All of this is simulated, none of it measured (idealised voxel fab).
The name of this process module is voxel capacitor over wiring.
Cross-section cut: width 205 nm, square cells of 5 nm.
Notation: cross-section as square-cell grid; stated in bands, top first, going down; one or more cell rows per band. For a band, the entry starts with two heights in nm, that of the top and then that of the bottom, and carries on with the band's materials in order from left to right, each alongside its width in nm; the word "everywhere" beside a single material means it fills the band edge to edge, and "empty" means empty space. Height reference: 0 = level under which incoming wafer is all one material. Lowest band: no bottom, runs on downward, e.g. "0 and below". The expression "30 to 40" gives the width at the extremes of the band, the first number at its top row of cells and the second at its bottom row, with the width changing by equal amounts from each row to the next in between. You'll sometimes find "nothing got changed" written for a step, and that's the way of saying that nowhere in the cross-section did a cell change during that step. "Enclosed void entries": sealed empty spaces, 8 cells or more, no open way to top, listed width x height at distance, with distance from the left edge and width, height and distance in nm. That trailing text on a step's line, after the settings, is the simulator's own remark on the step. overlay nm: right-of-plan distance of the mask on a masked step; negative values mean left-of-plan.

[Below is the list of planned process steps]
step 1: RECEIVE (material Si)
step 2: CONFORMAL_DEP (material SiO2; thk nm 15)
step 3: CONFORMAL_DEP (material SiCN; thk nm 5)
step 4: DIRECTIONAL_DEP (material lowk; thk nm 25)
step 5: PATTERN (tone open; mask id METAL_1; material resist; width nm 30; pitch nm 80; thk nm 15; overlay nm 0)
step 6: DIRECTIONAL_ETCH (etch materials lowk; depth nm 25)
step 7: DIRECTIONAL_ETCH (etch materials SiCN; depth nm 5)
step 8: STRIP (etch materials resist)
step 9: CONFORMAL_DEP (material TiN; thk nm 5)
step 10: FILL_DEP (material Cu; thk nm 10)
step 11: CMP (height nm 45)
step 12: CONFORMAL_DEP (material SiCN; thk nm 5)
step 13: DIRECTIONAL_DEP (material SiO2; thk nm 15)
step 14: MASKED_ETCH (tone open; mask id PLUG_1; width nm 15; etch materials SiO2; depth nm 15; overlay nm 0)
step 15: MASKED_ETCH (tone open; mask id PLUG_1; width nm 15; etch materials SiCN; depth nm 5; overlay nm 0)
step 16: EPI (material Ru; thk nm 10)
step 17: EPI (material Ru; thk nm 10)
step 18: DIRECTIONAL_DEP (material TiN; thk nm 5)
step 19: DIRECTIONAL_DEP (material SiN; thk nm 5)
step 20: DIRECTIONAL_DEP (material TiN; thk nm 10)
step 21: DIRECTIONAL_DEP (material aC; thk nm 10)
step 22: PATTERN (tone cover; mask id UPPER_PLATE; material resist; width nm 55; thk nm 25; overlay nm 0)
step 23: DIRECTIONAL_ETCH (etch materials aC; depth nm 10)
step 24: STRIP (etch materials resist)
step 25: DIRECTIONAL_ETCH (etch materials TiN; depth nm 10)
step 26: DIRECTIONAL_ETCH (etch materials SiN; depth nm 5)
step 27: STRIP (etch materials aC)
step 28: PATTERN (tone cover; mask id LOWER_PLATE; material resist; width nm 65; thk nm 20; overlay nm 0)
step 29: DIRECTIONAL_ETCH (etch materials TiN; depth nm 5)
step 30: STRIP (etch materials resist)
step 31: FILL_DEP (material SiO2; thk nm 15)
step 32: CMP (height nm 95)
step 33: PATTERN (tone open; mask id PLUG_2; material resist; width nm 15; thk nm 15; overlay nm 0)
step 34: DIRECTIONAL_ETCH (etch materials SiO2; depth nm 10)
step 35: STRIP (etch materials resist)
step 36: CONFORMAL_DEP (material TiN; thk nm 5)
step 37: FILL_DEP (material Cu; thk nm 5)
step 38: CMP (height nm 95)
step 39: CONFORMAL_DEP (material SiN; thk nm 5)

[Step 1 complete: cross-section of the wafer as received]
> 0 and below  Si everywhere
> Enclosed void entries: none

[Same starting wafer, same plan as above, one mistake in the execution; this is the cross-section at the end of the module]
> 100 down to 95  SiN everywhere
> 95 down to 90  SiO2: 70 | TiN: 5 | Cu: 5 | TiN: 5 | SiO2: 120
> 90 down to 85  SiO2: 70 | TiN: 15 | SiO2: 120
> 85 down to 75  SiO2: 60 | TiN: 55 | SiO2: 90
> 75 down to 70  SiO2: 60 | SiN: 55 | SiO2: 90
> 70 down to 65  SiO2: 55 | TiN: 65 | SiO2: 85
> 65 down to 50  SiO2: 60 | Ru: 15 | SiO2: 130
> 50 down to 45  SiCN: 60 | Ru: 15 | SiCN: 130
> 45 down to 25  lowk: 45 | TiN: 5 | Cu: 20 | TiN: 5 | lowk: 50 | TiN: 5 | Cu: 20 | TiN: 5 | lowk: 50
> 25 down to 20  lowk: 45 | TiN: 30 | lowk: 50 | TiN: 30 | lowk: 50
> 20 down to 5  SiO2 everywhere
> 5 down to 0  SiCN everywhere
> 0 and below  Si everywhere
> Enclosed void entries: none
In executing the process, a mistake was made relative to the plan: sequence error: steps 2 and 3 interchanged
